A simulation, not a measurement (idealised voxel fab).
The following is a process module called voxel wiring stack.
We display cut, a cross-section 285 nm in width whose square cells are each 5 nm.
In this document a cross-section is written as a grid of square cells. It is given as a series of bands, listed from the top down, and a band is one or more rows of cells. In this notation a band is specified by the heights of its top and bottom, in that order and in nm, after which its materials appear from left to right, each paired with its width in nm. The word "throughout" attached to a single material means that material fills the band from edge to edge; the word "blank" stands for empty space. We count height from 0. Below that, the starting wafer is all one material. The lowest band never ends at the bottom but goes on down; see "top 0, no bottom" for how that is written. Note: "30 to 40" means the width goes from the first number (top row of the band) to the second number (bottom row) in equal steps per row of cells. Key: "all unchanged" - step with no changed cell in the cross-section. Empty spaces without an open route to the top, at least 8 cells in extent, make up the entry "Closed void register"; each is given as width x height at distance, where the distance is measured from the left edge, and all are in nm. Whatever follows a step's settings on its line is a remark the simulator itself makes about that step. Each step line may optionally specify "overlay nm", which for a step with a mask gives the rightward distance between the mask's planned place and where it lay, a negative value indicating the leftward direction.

Plan:
step 1: op RECEIVE | material Si
step 2: op CONFORMAL_DEP | material SiO2 | thk nm 10
step 3: op CONFORMAL_DEP | material SiN | thk nm 5
step 4: op DIRECTIONAL_DEP | material lowk | thk nm 25
step 5: op MASKED_ETCH | tone open | mask id METAL_1 | width nm 25 | pitch nm 55 | etch materials lowk | depth nm 25 | overlay nm 0
step 6: op MASKED_ETCH | tone open | mask id METAL_1 | width nm 25 | pitch nm 55 | etch materials SiN | depth nm 5 | overlay nm 0
step 7: op CONFORMAL_DEP | material TiN | thk nm 5
step 8: op FILL_DEP | material Cu | thk nm 5
step 9: op CMP | height nm 40
step 10: op CONFORMAL_DEP | material SiCN | thk nm 5
step 11: op DIRECTIONAL_DEP | material SiO2 | thk nm 25
step 12: op DIRECTIONAL_DEP | material aC | thk nm 10
step 13: op PATTERN | tone open | mask id METAL_2_HOLES | material resist | width nm 15 | thk nm 30 | overlay nm 0
step 14: op DIRECTIONAL_ETCH | etch materials aC | depth nm 10
step 15: op STRIP | etch materials resist
step 16: op DIRECTIONAL_ETCH | etch materials SiO2 | depth nm 25
step 17: op STRIP | etch materials aC
step 18: op MASKED_ETCH | tone open | mask id METAL_2 | width nm 25 | pitch nm 55 | etch materials SiO2 | depth nm 15 | overlay nm 0
step 19: op MASKED_ETCH | tone open | mask id METAL_2 | width nm 25 | pitch nm 55 | etch materials SiCN | depth nm 5 | overlay nm 0
step 20: op CONFORMAL_DEP | material TiN | thk nm 5
step 21: op FILL_DEP | material Cu | thk nm 5
step 22: op CMP | height nm 70
step 23: op CONFORMAL_DEP | material SiCN | thk nm 5
step 24: op DIRECTIONAL_DEP | material SiO2 | thk nm 30
step 25: op MASKED_ETCH | tone open | mask id METAL_3 | width nm 25 | pitch nm 55 | etch materials SiO2 | depth nm 20 | overlay nm 0
step 26: op DIRECTIONAL_DEP | material aC | thk nm 10
step 27: op PATTERN | tone open | mask id METAL_3_HOLES | material resist | width nm 15 | pitch nm 55 | thk nm 25 | overlay nm 0
step 28: op DIRECTIONAL_ETCH | etch materials aC | depth nm 10
step 29: op STRIP | etch materials resist
step 30: op DIRECTIONAL_ETCH | etch materials SiO2 | depth nm 10
step 31: op DIRECTIONAL_ETCH | etch materials SiCN | depth nm 5
step 32: op STRIP | etch materials aC
step 33: op CONFORMAL_DEP | material TiN | thk nm 5
step 34: op FILL_DEP | material Cu | thk nm 5
step 35: op CMP | height nm 105
step 36: op CONFORMAL_DEP | material SiCN | thk nm 5
step 37: op DIRECTIONAL_DEP | material SiO2 | thk nm 25
step 38: op PATTERN | tone open | mask id METAL_4_HOLES | material resist | width nm 15 | pitch nm 55 | thk nm 20 | overlay nm 0
step 39: op DIRECTIONAL_ETCH | etch materials SiO2 | depth nm 25
step 40: op STRIP | etch materials resist
step 41: op PATTERN | tone open | mask id METAL_4 | material resist | width nm 25 | pitch nm 55 | thk nm 20 | overlay nm 0
step 42: op DIRECTIONAL_ETCH | etch materials SiO2 | depth nm 15
step 43: op DIRECTIONAL_ETCH | etch materials SiCN | depth nm 5
step 44: op STRIP | etch materials resist
step 45: op CONFORMAL_DEP | material TiN | thk nm 5
step 46: op FILL_DEP | material Cu | thk nm 10
step 47: op CMP | height nm 135
step 48: op CONFORMAL_DEP | material SiN | thk nm 5

The first of the two wafers, which ran as planned:

Wafer at receipt (post step 1), cross-section:
top 0, no bottom = Si throughout
Closed void register: none

Sectional view: wafer, after step 2:
top 10, bottom 0 = SiO2 throughout
Rest of section, below 0: as before.

Sectional view: wafer, after step 3:
top 15, bottom 10 = SiN throughout
Rest of section, below 10: as before.

Sectional view: wafer, after step 4:
top 40, bottom 15 = lowk throughout
Rest of section, below 15: as before.

Sectional view: wafer, after step 5:
top 40, bottom 15 = 100 of lowk  25 of blank  30 of lowk  25 of blank  105 of lowk
Rest of section, below 15: as before.

Sectional view: wafer, after step 6:
top 40, bottom 15 = 100 of lowk  25 of blank  30 of lowk  25 of blank  105 of lowk
top 15, bottom 10 = 100 of SiN  25 of blank  30 of SiN  25 of blank  105 of SiN
Rest of section, below 10: as before.

Sectional view: wafer, after step 7:
top 45, bottom 40 = 105 of TiN  15 of blank  40 of TiN  15 of blank  110 of TiN
top 40, bottom 15 = 100 of lowk  5 of TiN  15 of blank  5 of TiN  30 of lowk  5 of TiN  15 of blank  5 of TiN  105 of lowk
top 15, bottom 10 = 100 of SiN  25 of TiN  30 of SiN  25 of TiN  105 of SiN
Rest of section, below 10: as before.

Sectional view: wafer, after step 8:
top 50, bottom 45 = Cu throughout
top 45, bottom 40 = 105 of TiN  15 of Cu  40 of TiN  15 of Cu  110 of TiN
top 40, bottom 15 = 100 of lowk  5 of TiN  15 of Cu  5 of TiN  30 of lowk  5 of TiN  15 of Cu  5 of TiN  105 of lowk
Rest of section, below 15: as before.

Sectional view: wafer, after step 9:
top 40, bottom 15 = 100 of lowk  5 of TiN  15 of Cu  5 of TiN  30 of lowk  5 of TiN  15 of Cu  5 of TiN  105 of lowk
Rest of section, below 15: as before.

Sectional view: wafer, after step 10:
top 45, bottom 40 = SiCN throughout
Rest of section, below 40: as before.

Sectional view: wafer, after step 11:
top 70, bottom 45 = SiO2 throughout
Rest of section, below 45: as before.

Sectional view: wafer, after step 12:
top 80, bottom 70 = aC throughout
Rest of section, below 70: as before.

Sectional view: wafer, after step 13:
top 110, bottom 80 = 100 of resist  15 of blank  170 of resist
Rest of section, below 80: as before.

Sectional view: wafer, after step 14:
top 100, bottom 80 = 100 of resist  15 of blank  170 of resist
top 80, bottom 70 = 100 of aC  15 of blank  170 of aC
Rest of section, below 70: as before.

Sectional view: wafer, after step 15:
top 80, bottom 70 = 100 of aC  15 of blank  170 of aC
Rest of section, below 70: as before.

Sectional view: wafer, after step 16:
top 80, bottom 70 = 100 of aC  15 of blank  170 of aC
top 70, bottom 45 = 100 of SiO2  15 of blank  170 of SiO2
Rest of section, below 45: as before.

Sectional view: wafer, after step 17:
top 70, bottom 45 = 100 of SiO2  15 of blank  170 of SiO2
Rest of section, below 45: as before.

Sectional view: wafer, after step 18:
top 70, bottom 55 = 100 of SiO2  25 of blank  30 of SiO2  25 of blank  105 of SiO2
Rest of section, below 55: as before.

Sectional view: wafer, after step 19:
top 70, bottom 55 = 100 of SiO2  25 of blank  30 of SiO2  25 of blank  105 of SiO2
top 55, bottom 45 = 100 of SiO2  15 of blank  170 of SiO2
top 45, bottom 40 = 100 of SiCN  15 of blank  170 of SiCN
Rest of section, below 40: as before.

Sectional view: wafer, after step 20:
top 75, bottom 70 = 105 of TiN  15 of blank  40 of TiN  15 of blank  110 of TiN
top 70, bottom 60 = 100 of SiO2  5 of TiN  15 of blank  5 of TiN  30 of SiO2  5 of TiN  15 of blank  5 of TiN  105 of SiO2
top 60, bottom 55 = 100 of SiO2  5 of TiN  5 of blank  15 of TiN  30 of SiO2  25 of TiN  105 of SiO2
top 55, bottom 45 = 100 of SiO2  5 of TiN  5 of blank  5 of TiN  170 of SiO2
top 45, bottom 40 = 100 of SiCN  15 of TiN  170 of SiCN
Rest of section, below 40: as before.

Sectional view: wafer, after step 21:
top 80, bottom 75 = Cu throughout
top 75, bottom 70 = 105 of TiN  15 of Cu  40 of TiN  15 of Cu  110 of TiN
top 70, bottom 60 = 100 of SiO2  5 of TiN  15 of Cu  5 of TiN  30 of SiO2  5 of TiN  15 of Cu  5 of TiN  105 of SiO2
top 60, bottom 55 = 100 of SiO2  5 of TiN  5 of Cu  15 of TiN  30 of SiO2  25 of TiN  105 of SiO2
top 55, bottom 45 = 100 of SiO2  5 of TiN  5 of Cu  5 of TiN  170 of SiO2
Rest of section, below 45: as before.

Sectional view: wafer, after step 22:
top 70, bottom 60 = 100 of SiO2  5 of TiN  15 of Cu  5 of TiN  30 of SiO2  5 of TiN  15 of Cu  5 of TiN  105 of SiO2
Rest of section, below 60: as before.

Sectional view: wafer, after step 23:
top 75, bottom 70 = SiCN throughout
Rest of section, below 70: as before.

Sectional view: wafer, after step 24:
top 105, bottom 75 = SiO2 throughout
Rest of section, below 75: as before.

Sectional view: wafer, after step 25:
top 105, bottom 85 = 100 of SiO2  25 of blank  30 of SiO2  25 of blank  105 of SiO2
Rest of section, below 85: as before.

Sectional view: wafer, after step 26:
top 115, bottom 105 = 100 of aC  25 of blank  30 of aC  25 of blank  105 of aC
top 105, bottom 95 = 100 of SiO2  25 of blank  30 of SiO2  25 of blank  105 of SiO2
top 95, bottom 85 = 100 of SiO2  25 of aC  30 of SiO2  25 of aC  105 of SiO2
Rest of section, below 85: as before.

Sectional view: wafer, after step 27:
top 140, bottom 115 = 100 of resist  15 of blank  40 of resist  15 of blank  115 of resist
top 115, bottom 105 = 100 of aC  15 of blank  10 of resist  30 of aC  15 of blank  10 of resist  105 of aC
top 105, bottom 95 = 100 of SiO2  15 of blank  10 of resist  30 of SiO2  15 of blank  10 of resist  105 of SiO2
Rest of section, below 95: as before.

Sectional view: wafer, after step 28:
top 130, bottom 115 = 100 of resist  15 of blank  40 of resist  15 of blank  115 of resist
top 115, bottom 105 = 100 of aC  15 of blank  10 of resist  30 of aC  15 of blank  10 of resist  105 of aC
top 105, bottom 95 = 100 of SiO2  15 of blank  10 of resist  30 of SiO2  15 of blank  10 of resist  105 of SiO2
top 95, bottom 85 = 100 of SiO2  15 of blank  10 of aC  30 of SiO2  15 of blank  10 of aC  105 of SiO2
Rest of section, below 85: as before.

Sectional view: wafer, after step 29:
top 115, bottom 105 = 100 of aC  25 of blank  30 of aC  25 of blank  105 of aC
top 105, bottom 95 = 100 of SiO2  25 of blank  30 of SiO2  25 of blank  105 of SiO2
Rest of section, below 95: as before.

Sectional view: wafer, after step 30:
top 115, bottom 105 = 100 of aC  25 of blank  30 of aC  25 of blank  105 of aC
top 105, bottom 95 = 100 of SiO2  25 of blank  30 of SiO2  25 of blank  105 of SiO2
top 95, bottom 85 = 100 of SiO2  15 of blank  10 of aC  30 of SiO2  15 of blank  10 of aC  105 of SiO2
top 85, bottom 75 = 100 of SiO2  15 of blank  40 of SiO2  15 of blank  115 of SiO2
Rest of section, below 75: as before.

Sectional view: wafer, after step 31:
top 115, bottom 105 = 100 of aC  25 of blank  30 of aC  25 of blank  105 of aC
top 105, bottom 95 = 100 of SiO2  25 of blank  30 of SiO2  25 of blank  105 of SiO2
top 95, bottom 85 = 100 of SiO2  15 of blank  10 of aC  30 of SiO2  15 of blank  10 of aC  105 of SiO2
top 85, bottom 75 = 100 of SiO2  15 of blank  40 of SiO2  15 of blank  115 of SiO2
top 75, bottom 70 = 100 of SiCN  15 of blank  40 of SiCN  15 of blank  115 of SiCN
Rest of section, below 70: as before.

Sectional view: wafer, after step 32:
top 105, bottom 85 = 100 of SiO2  25 of blank  30 of SiO2  25 of blank  105 of SiO2
Rest of section, below 85: as before.

Sectional view: wafer, after step 33:
top 110, bottom 105 = 105 of TiN  15 of blank  40 of TiN  15 of blank  110 of TiN
top 105, bottom 90 = 100 of SiO2  5 of TiN  15 of blank  5 of TiN  30 of SiO2  5 of TiN  15 of blank  5 of TiN  105 of SiO2
top 90, bottom 85 = 100 of SiO2  5 of TiN  5 of blank  15 of TiN  30 of SiO2  5 of TiN  5 of blank  15 of TiN  105 of SiO2
top 85, bottom 75 = 100 of SiO2  5 of TiN  5 of blank  5 of TiN  40 of SiO2  5 of TiN  5 of blank  5 of TiN  115 of SiO2
top 75, bottom 70 = 100 of SiCN  15 of TiN  40 of SiCN  15 of TiN  115 of SiCN
Rest of section, below 70: as before.

Sectional view: wafer, after step 34:
top 115, bottom 110 = Cu throughout
top 110, bottom 105 = 105 of TiN  15 of Cu  40 of TiN  15 of Cu  110 of TiN
top 105, bottom 90 = 100 of SiO2  5 of TiN  15 of Cu  5 of TiN  30 of SiO2  5 of TiN  15 of Cu  5 of TiN  105 of SiO2
top 90, bottom 85 = 100 of SiO2  5 of TiN  5 of Cu  15 of TiN  30 of SiO2  5 of TiN  5 of Cu  15 of TiN  105 of SiO2
top 85, bottom 75 = 100 of SiO2  5 of TiN  5 of Cu  5 of TiN  40 of SiO2  5 of TiN  5 of Cu  5 of TiN  115 of SiO2
Rest of section, below 75: as before.

Sectional view: wafer, after step 35:
top 105, bottom 90 = 100 of SiO2  5 of TiN  15 of Cu  5 of TiN  30 of SiO2  5 of TiN  15 of Cu  5 of TiN  105 of SiO2
Rest of section, below 90: as before.

Sectional view: wafer, after step 36:
top 110, bottom 105 = SiCN throughout
Rest of section, below 105: as before.

Sectional view: wafer, after step 37:
top 135, bottom 110 = SiO2 throughout
Rest of section, below 110: as before.

Sectional view: wafer, after step 38:
top 155, bottom 135 = 100 of resist  15 of blank  40 of resist  15 of blank  115 of resist
Rest of section, below 135: as before.

Sectional view: wafer, after step 39:
top 155, bottom 135 = 100 of resist  15 of blank  40 of resist  15 of blank  115 of resist
top 135, bottom 110 = 100 of SiO2  15 of blank  40 of SiO2  15 of blank  115 of SiO2
Rest of section, below 110: as before.

Sectional view: wafer, after step 40:
top 135, bottom 110 = 100 of SiO2  15 of blank  40 of SiO2  15 of blank  115 of SiO2
Rest of section, below 110: as before.

Sectional view: wafer, after step 41:
top 155, bottom 135 = 100 of resist  25 of blank  30 of resist  25 of blank  105 of resist
Rest of section, below 135: as before.

Sectional view: wafer, after step 42:
top 155, bottom 135 = 100 of resist  25 of blank  30 of resist  25 of blank  105 of resist
top 135, bottom 120 = 100 of SiO2  25 of blank  30 of SiO2  25 of blank  105 of SiO2
Rest of section, below 120: as before.

Sectional view: wafer, after step 43:
top 155, bottom 135 = 100 of resist  25 of blank  30 of resist  25 of blank  105 of resist
top 135, bottom 120 = 100 of SiO2  25 of blank  30 of SiO2  25 of blank  105 of SiO2
top 120, bottom 110 = 100 of SiO2  15 of blank  40 of SiO2  15 of blank  115 of SiO2
top 110, bottom 105 = 100 of SiCN  15 of blank  40 of SiCN  15 of blank  115 of SiCN
Rest of section, below 105: as before.

Sectional view: wafer, after step 44:
top 135, bottom 120 = 100 of SiO2  25 of blank  30 of SiO2  25 of blank  105 of SiO2
Rest of section, below 120: as before.

Sectional view: wafer, after step 45:
top 140, bottom 135 = 105 of TiN  15 of blank  40 of TiN  15 of blank  110 of TiN
top 135, bottom 125 = 100 of SiO2  5 of TiN  15 of blank  5 of TiN  30 of SiO2  5 of TiN  15 of blank  5 of TiN  105 of SiO2
top 125, bottom 120 = 100 of SiO2  5 of TiN  5 of blank  15 of TiN  30 of SiO2  5 of TiN  5 of blank  15 of TiN  105 of SiO2
top 120, bottom 110 = 100 of SiO2  5 of TiN  5 of blank  5 of TiN  40 of SiO2  5 of TiN  5 of blank  5 of TiN  115 of SiO2
top 110, bottom 105 = 100 of SiCN  15 of TiN  40 of SiCN  15 of TiN  115 of SiCN
Rest of section, below 105: as before.

Sectional view: wafer, after step 46:
top 150, bottom 140 = Cu throughout
top 140, bottom 135 = 105 of TiN  15 of Cu  40 of TiN  15 of Cu  110 of TiN
top 135, bottom 125 = 100 of SiO2  5 of TiN  15 of Cu  5 of TiN  30 of SiO2  5 of TiN  15 of Cu  5 of TiN  105 of SiO2
top 125, bottom 120 = 100 of SiO2  5 of TiN  5 of Cu  15 of TiN  30 of SiO2  5 of TiN  5 of Cu  15 of TiN  105 of SiO2
top 120, bottom 110 = 100 of SiO2  5 of TiN  5 of Cu  5 of TiN  40 of SiO2  5 of TiN  5 of Cu  5 of TiN  115 of SiO2
Rest of section, below 110: as before.

Sectional view: wafer, after step 47:
top 135, bottom 125 = 100 of SiO2  5 of TiN  15 of Cu  5 of TiN  30 of SiO2  5 of TiN  15 of Cu  5 of TiN  105 of SiO2
Rest of section, below 125: as before.

Sectional view: wafer, after step 48:
top 140, bottom 135 = SiN throughout
Rest of section, below 135: as before.

Wafer two. Same start, same plan, one slip in execution. Same as wafer one through step 2, inclusive:

Second wafer profile in section, at the moment step 3 of the plan was meant to be complete: all unchanged

Second wafer profile in section, at the moment step 4 of the plan was meant to be complete:
top 35, bottom 10 = lowk throughout
Rest of section, below 10: as before.

Second wafer profile in section, at the moment step 5 of the plan was meant to be complete:
top 35, bottom 10 = 100 of lowk  25 of blank  30 of lowk  25 of blank  105 of lowk
Rest of section, below 10: as before.

Second wafer profile in section, at the moment step 6 of the plan was meant to be complete: all unchanged

Second wafer profile in section, at the moment step 7 of the plan was meant to be complete:
top 40, bottom 35 = 105 of TiN  15 of blank  40 of TiN  15 of blank  110 of TiN
top 35, bottom 15 = 100 of lowk  5 of TiN  15 of blank  5 of TiN  30 of lowk  5 of TiN  15 of blank  5 of TiN  105 of lowk
top 15, bottom 10 = 100 of lowk  25 of TiN  30 of lowk  25 of TiN  105 of lowk
Rest of section, below 10: as before.

Second wafer profile in section, at the moment step 8 of the plan was meant to be complete:
top 45, bottom 40 = Cu throughout
top 40, bottom 35 = 105 of TiN  15 of Cu  40 of TiN  15 of Cu  110 of TiN
top 35, bottom 15 = 100 of lowk  5 of TiN  15 of Cu  5 of TiN  30 of lowk  5 of TiN  15 of Cu  5 of TiN  105 of lowk
Rest of section, below 15: as before.

Second wafer profile in section, at the moment step 9 of the plan was meant to be complete:
top 40, bottom 35 = 105 of TiN  15 of Cu  40 of TiN  15 of Cu  110 of TiN
Rest of section, below 35: as before.

Second wafer profile in section, at the moment step 10 of the plan was meant to be complete:
top 45, bottom 40 = SiCN throughout
Rest of section, below 40: as before.

Second wafer profile in section, at the moment step 11 of the plan was meant to be complete:
top 70, bottom 45 = SiO2 throughout
Rest of section, below 45: as before.

Second wafer profile in section, at the moment step 12 of the plan was meant to be complete:
top 80, bottom 70 = aC throughout
Rest of section, below 70: as before.

Second wafer profile in section, at the moment step 13 of the plan was meant to be complete:
top 110, bottom 80 = 100 of resist  15 of blank  170 of resist
Rest of section, below 80: as before.

Second wafer profile in section, at the moment step 14 of the plan was meant to be complete:
top 100, bottom 80 = 100 of resist  15 of blank  170 of resist
top 80, bottom 70 = 100 of aC  15 of blank  170 of aC
Rest of section, below 70: as before.

Second wafer profile in section, at the moment step 15 of the plan was meant to be complete:
top 80, bottom 70 = 100 of aC  15 of blank  170 of aC
Rest of section, below 70: as before.

Second wafer profile in section, at the moment step 16 of the plan was meant to be complete:
top 80, bottom 70 = 100 of aC  15 of blank  170 of aC
top 70, bottom 45 = 100 of SiO2  15 of blank  170 of SiO2
Rest of section, below 45: as before.

Second wafer profile in section, at the moment step 17 of the plan was meant to be complete:
top 70, bottom 45 = 100 of SiO2  15 of blank  170 of SiO2
Rest of section, below 45: as before.

Second wafer profile in section, at the moment step 18 of the plan was meant to be complete:
top 70, bottom 55 = 100 of SiO2  25 of blank  30 of SiO2  25 of blank  105 of SiO2
Rest of section, below 55: as before.

Second wafer profile in section, at the moment step 19 of the plan was meant to be complete:
top 70, bottom 55 = 100 of SiO2  25 of blank  30 of SiO2  25 of blank  105 of SiO2
top 55, bottom 45 = 100 of SiO2  15 of blank  170 of SiO2
top 45, bottom 40 = 100 of SiCN  15 of blank  170 of SiCN
Rest of section, below 40: as before.

Second wafer profile in section, at the moment step 20 of the plan was meant to be complete:
top 75, bottom 70 = 105 of TiN  15 of blank  40 of TiN  15 of blank  110 of TiN
top 70, bottom 60 = 100 of SiO2  5 of TiN  15 of blank  5 of TiN  30 of SiO2  5 of TiN  15 of blank  5 of TiN  105 of SiO2
top 60, bottom 55 = 100 of SiO2  5 of TiN  5 of blank  15 of TiN  30 of SiO2  25 of TiN  105 of SiO2
top 55, bottom 45 = 100 of SiO2  5 of TiN  5 of blank  5 of TiN  170 of SiO2
top 45, bottom 40 = 100 of SiCN  15 of TiN  170 of SiCN
Rest of section, below 40: as before.

Second wafer profile in section, at the moment step 21 of the plan was meant to be complete:
top 80, bottom 75 = Cu throughout
top 75, bottom 70 = 105 of TiN  15 of Cu  40 of TiN  15 of Cu  110 of TiN
top 70, bottom 60 = 100 of SiO2  5 of TiN  15 of Cu  5 of TiN  30 of SiO2  5 of TiN  15 of Cu  5 of TiN  105 of SiO2
top 60, bottom 55 = 100 of SiO2  5 of TiN  5 of Cu  15 of TiN  30 of SiO2  25 of TiN  105 of SiO2
top 55, bottom 45 = 100 of SiO2  5 of TiN  5 of Cu  5 of TiN  170 of SiO2
Rest of section, below 45: as before.

Second wafer profile in section, at the moment step 22 of the plan was meant to be complete:
top 70, bottom 60 = 100 of SiO2  5 of TiN  15 of Cu  5 of TiN  30 of SiO2  5 of TiN  15 of Cu  5 of TiN  105 of SiO2
Rest of section, below 60: as before.

Second wafer profile in section, at the moment step 23 of the plan was meant to be complete:
top 75, bottom 70 = SiCN throughout
Rest of section, below 70: as before.

Second wafer profile in section, at the moment step 24 of the plan was meant to be complete:
top 105, bottom 75 = SiO2 throughout
Rest of section, below 75: as before.

Second wafer profile in section, at the moment step 25 of the plan was meant to be complete:
top 105, bottom 85 = 100 of SiO2  25 of blank  30 of SiO2  25 of blank  105 of SiO2
Rest of section, below 85: as before.

Second wafer profile in section, at the moment step 26 of the plan was meant to be complete:
top 115, bottom 105 = 100 of aC  25 of blank  30 of aC  25 of blank  105 of aC
top 105, bottom 95 = 100 of SiO2  25 of blank  30 of SiO2  25 of blank  105 of SiO2
top 95, bottom 85 = 100 of SiO2  25 of aC  30 of SiO2  25 of aC  105 of SiO2
Rest of section, below 85: as before.

Second wafer profile in section, at the moment step 27 of the plan was meant to be complete:
top 140, bottom 115 = 100 of resist  15 of blank  40 of resist  15 of blank  115 of resist
top 115, bottom 105 = 100 of aC  15 of blank  10 of resist  30 of aC  15 of blank  10 of resist  105 of aC
top 105, bottom 95 = 100 of SiO2  15 of blank  10 of resist  30 of SiO2  15 of blank  10 of resist  105 of SiO2
Rest of section, below 95: as before.

Second wafer profile in section, at the moment step 28 of the plan was meant to be complete:
top 130, bottom 115 = 100 of resist  15 of blank  40 of resist  15 of blank  115 of resist
top 115, bottom 105 = 100 of aC  15 of blank  10 of resist  30 of aC  15 of blank  10 of resist  105 of aC
top 105, bottom 95 = 100 of SiO2  15 of blank  10 of resist  30 of SiO2  15 of blank  10 of resist  105 of SiO2
top 95, bottom 85 = 100 of SiO2  15 of blank  10 of aC  30 of SiO2  15 of blank  10 of aC  105 of SiO2
Rest of section, below 85: as before.

Second wafer profile in section, at the moment step 29 of the plan was meant to be complete:
top 115, bottom 105 = 100 of aC  25 of blank  30 of aC  25 of blank  105 of aC
top 105, bottom 95 = 100 of SiO2  25 of blank  30 of SiO2  25 of blank  105 of SiO2
Rest of section, below 95: as before.

Second wafer profile in section, at the moment step 30 of the plan was meant to be complete:
top 115, bottom 105 = 100 of aC  25 of blank  30 of aC  25 of blank  105 of aC
top 105, bottom 95 = 100 of SiO2  25 of blank  30 of SiO2  25 of blank  105 of SiO2
top 95, bottom 85 = 100 of SiO2  15 of blank  10 of aC  30 of SiO2  15 of blank  10 of aC  105 of SiO2
top 85, bottom 75 = 100 of SiO2  15 of blank  40 of SiO2  15 of blank  115 of SiO2
Rest of section, below 75: as before.

Second wafer profile in section, at the moment step 31 of the plan was meant to be complete:
top 115, bottom 105 = 100 of aC  25 of blank  30 of aC  25 of blank  105 of aC
top 105, bottom 95 = 100 of SiO2  25 of blank  30 of SiO2  25 of blank  105 of SiO2
top 95, bottom 85 = 100 of SiO2  15 of blank  10 of aC  30 of SiO2  15 of blank  10 of aC  105 of SiO2
top 85, bottom 75 = 100 of SiO2  15 of blank  40 of SiO2  15 of blank  115 of SiO2
top 75, bottom 70 = 100 of SiCN  15 of blank  40 of SiCN  15 of blank  115 of SiCN
Rest of section, below 70: as before.

Second wafer profile in section, at the moment step 32 of the plan was meant to be complete:
top 105, bottom 85 = 100 of SiO2  25 of blank  30 of SiO2  25 of blank  105 of SiO2
Rest of section, below 85: as before.

Second wafer profile in section, at the moment step 33 of the plan was meant to be complete:
top 110, bottom 105 = 105 of TiN  15 of blank  40 of TiN  15 of blank  110 of TiN
top 105, bottom 90 = 100 of SiO2  5 of TiN  15 of blank  5 of TiN  30 of SiO2  5 of TiN  15 of blank  5 of TiN  105 of SiO2
top 90, bottom 85 = 100 of SiO2  5 of TiN  5 of blank  15 of TiN  30 of SiO2  5 of TiN  5 of blank  15 of TiN  105 of SiO2
top 85, bottom 75 = 100 of SiO2  5 of TiN  5 of blank  5 of TiN  40 of SiO2  5 of TiN  5 of blank  5 of TiN  115 of SiO2
top 75, bottom 70 = 100 of SiCN  15 of TiN  40 of SiCN  15 of TiN  115 of SiCN
Rest of section, below 70: as before.

Second wafer profile in section, at the moment step 34 of the plan was meant to be complete:
top 115, bottom 110 = Cu throughout
top 110, bottom 105 = 105 of TiN  15 of Cu  40 of TiN  15 of Cu  110 of TiN
top 105, bottom 90 = 100 of SiO2  5 of TiN  15 of Cu  5 of TiN  30 of SiO2  5 of TiN  15 of Cu  5 of TiN  105 of SiO2
top 90, bottom 85 = 100 of SiO2  5 of TiN  5 of Cu  15 of TiN  30 of SiO2  5 of TiN  5 of Cu  15 of TiN  105 of SiO2
top 85, bottom 75 = 100 of SiO2  5 of TiN  5 of Cu  5 of TiN  40 of SiO2  5 of TiN  5 of Cu  5 of TiN  115 of SiO2
Rest of section, below 75: as before.

Second wafer profile in section, at the moment step 35 of the plan was meant to be complete:
top 105, bottom 90 = 100 of SiO2  5 of TiN  15 of Cu  5 of TiN  30 of SiO2  5 of TiN  15 of Cu  5 of TiN  105 of SiO2
Rest of section, below 90: as before.

Second wafer profile in section, at the moment step 36 of the plan was meant to be complete:
top 110, bottom 105 = SiCN throughout
Rest of section, below 105: as before.

Second wafer profile in section, at the moment step 37 of the plan was meant to be complete:
top 135, bottom 110 = SiO2 throughout
Rest of section, below 110: as before.

Second wafer profile in section, at the moment step 38 of the plan was meant to be complete:
top 155, bottom 135 = 100 of resist  15 of blank  40 of resist  15 of blank  115 of resist
Rest of section, below 135: as before.

Second wafer profile in section, at the moment step 39 of the plan was meant to be complete:
top 155, bottom 135 = 100 of resist  15 of blank  40 of resist  15 of blank  115 of resist
top 135, bottom 110 = 100 of SiO2  15 of blank  40 of SiO2  15 of blank  115 of SiO2
Rest of section, below 110: as before.

Second wafer profile in section, at the moment step 40 of the plan was meant to be complete:
top 135, bottom 110 = 100 of SiO2  15 of blank  40 of SiO2  15 of blank  115 of SiO2
Rest of section, below 110: as before.

Second wafer profile in section, at the moment step 41 of the plan was meant to be complete:
top 155, bottom 135 = 100 of resist  25 of blank  30 of resist  25 of blank  105 of resist
Rest of section, below 135: as before.

Second wafer profile in section, at the moment step 42 of the plan was meant to be complete:
top 155, bottom 135 = 100 of resist  25 of blank  30 of resist  25 of blank  105 of resist
top 135, bottom 120 = 100 of SiO2  25 of blank  30 of SiO2  25 of blank  105 of SiO2
Rest of section, below 120: as before.

Second wafer profile in section, at the moment step 43 of the plan was meant to be complete:
top 155, bottom 135 = 100 of resist  25 of blank  30 of resist  25 of blank  105 of resist
top 135, bottom 120 = 100 of SiO2  25 of blank  30 of SiO2  25 of blank  105 of SiO2
top 120, bottom 110 = 100 of SiO2  15 of blank  40 of SiO2  15 of blank  115 of SiO2
top 110, bottom 105 = 100 of SiCN  15 of blank  40 of SiCN  15 of blank  115 of SiCN
Rest of section, below 105: as before.

Second wafer profile in section, at the moment step 44 of the plan was meant to be complete:
top 135, bottom 120 = 100 of SiO2  25 of blank  30 of SiO2  25 of blank  105 of SiO2
Rest of section, below 120: as before.

Second wafer profile in section, at the moment step 45 of the plan was meant to be complete:
top 140, bottom 135 = 105 of TiN  15 of blank  40 of TiN  15 of blank  110 of TiN
top 135, bottom 125 = 100 of SiO2  5 of TiN  15 of blank  5 of TiN  30 of SiO2  5 of TiN  15 of blank  5 of TiN  105 of SiO2
top 125, bottom 120 = 100 of SiO2  5 of TiN  5 of blank  15 of TiN  30 of SiO2  5 of TiN  5 of blank  15 of TiN  105 of SiO2
top 120, bottom 110 = 100 of SiO2  5 of TiN  5 of blank  5 of TiN  40 of SiO2  5 of TiN  5 of blank  5 of TiN  115 of SiO2
top 110, bottom 105 = 100 of SiCN  15 of TiN  40 of SiCN  15 of TiN  115 of SiCN
Rest of section, below 105: as before.

Second wafer profile in section, at the moment step 46 of the plan was meant to be complete:
top 150, bottom 140 = Cu throughout
top 140, bottom 135 = 105 of TiN  15 of Cu  40 of TiN  15 of Cu  110 of TiN
top 135, bottom 125 = 100 of SiO2  5 of TiN  15 of Cu  5 of TiN  30 of SiO2  5 of TiN  15 of Cu  5 of TiN  105 of SiO2
top 125, bottom 120 = 100 of SiO2  5 of TiN  5 of Cu  15 of TiN  30 of SiO2  5 of TiN  5 of Cu  15 of TiN  105 of SiO2
top 120, bottom 110 = 100 of SiO2  5 of TiN  5 of Cu  5 of TiN  40 of SiO2  5 of TiN  5 of Cu  5 of TiN  115 of SiO2
Rest of section, below 110: as before.

Second wafer profile in section, at the moment step 47 of the plan was meant to be complete:
top 135, bottom 125 = 100 of SiO2  5 of TiN  15 of Cu  5 of TiN  30 of SiO2  5 of TiN  15 of Cu  5 of TiN  105 of SiO2
Rest of section, below 125: as before.

Second wafer profile in section, at the moment step 48 of the plan was meant to be complete:
top 140, bottom 135 = SiN throughout
Rest of section, below 135: as before.
Heads up, the wafer didn't run the way we planned it: heads up, step 3 of the plan was skipped and never actually ran
at the end the second wafer has, in cells: SiN -47, TiN +47
